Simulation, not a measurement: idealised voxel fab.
Process module, titled voxel plated lines
Shown is cross-section cut, with a width of 300 nm and square cells of size 5 nm.
Format of a cross-section: grid, square cells. Given as bands. Order: top down. Band: one or more rows of cells. Each band's line starts with the height of the band's top and of its bottom, in nm. Then come its materials from left to right, each with its width in nm. One material with "full width" fills the band from edge to edge. "empty" is empty space. Convention: height 0 is the level below which the wafer, as received, is all one material. The lowest band does not terminate at the bottom but continues downward, represented as "top 0, no bottom". Note: "30..40" means the width goes from the first number (top row of the band) to the second number (bottom row) in equal steps per row of cells. "same as before" means the step left every cell of the cross-section as it was. "closed voids" - sealed voids, min. 8 cells, no opening to top; format: width x height at distance (distance from left edge; nm throughout). Past the settings on a step's line: simulator remark, on that step. overlay nm: how far to the right of its planned place the mask lay on this masked step (negative: to the left).
STEPS IN THE PROCESS PLAN
1 RECEIVE,material Si
2 CONFORMAL_DEP,material Al2O3,thk nm 10
3 DIRECTIONAL_DEP,material TiN,thk nm 5
4 PATTERN,tone open,mask id LINES,material resist,width nm 15,pitch nm 45,thk nm 35,overlay nm 0
5 EPI,material Ru,thk nm 10
6 EPI,material Ru,thk nm 10
7 EPI,material Ru,thk nm 10
8 STRIP,etch materials resist
9 DIRECTIONAL_ETCH,etch materials TiN,depth nm 5
10 CONFORMAL_DEP,material SiN,thk nm 5
WAFER CROSS-SECTION ON RECEIPT, I.E. AFTER STEP 1
top 0, no bottom | Si full width
closed voids: none
LOOKING AT THE FIRST OF TWO WAFERS IN CROSS-SECTION AT END OF MODULE - RAN TO PLAN
top 50, bottom 45 | 90 nm empty  25 nm SiN  20 nm empty  25 nm SiN  20 nm empty  25 nm SiN  95 nm empty
top 45, bottom 15 | 90 nm empty  5 nm SiN  15 nm Ru  5 nm SiN  20 nm empty  5 nm SiN  15 nm Ru  5 nm SiN  20 nm empty  5 nm SiN  15 nm Ru  5 nm SiN  95 nm empty
top 15, bottom 10 | 95 nm SiN  15 nm TiN  30 nm SiN  15 nm TiN  30 nm SiN  15 nm TiN  100 nm SiN
top 10, bottom 0 | Al2O3 full width
top 0, no bottom | Si full width
closed voids: none
THIS IS THE SECOND OF THE TWO WAFERS, CROSS-SECTIONED AT THE END OF THE MODULE; IT STARTED EXACTLY LIKE THE FIRST AND WAS GIVEN THE SAME PLAN, BUT IT WAS RUN WITH ONE MISTAKE
top 50, bottom 45 | 85 nm empty  25 nm SiN  20 nm empty  25 nm SiN  20 nm empty  25 nm SiN  100 nm empty
top 45, bottom 15 | 85 nm empty  5 nm SiN  15 nm Ru  5 nm SiN  20 nm empty  5 nm SiN  15 nm Ru  5 nm SiN  20 nm empty  5 nm SiN  15 nm Ru  5 nm SiN  100 nm empty
top 15, bottom 10 | 90 nm SiN  15 nm TiN  30 nm SiN  15 nm TiN  30 nm SiN  15 nm TiN  105 nm SiN
top 10, bottom 0 | Al2O3 full width
top 0, no bottom | Si full width
closed voids: none
Plan not followed: rather than as planned, step 4 actually ran as PATTERN,tone open,mask id LINES,material resist,width nm 15,pitch nm 45,thk nm 35,overlay nm -5
At the end, the second wafer has the same number of cells of each material as the first, but those cells sit in other places.
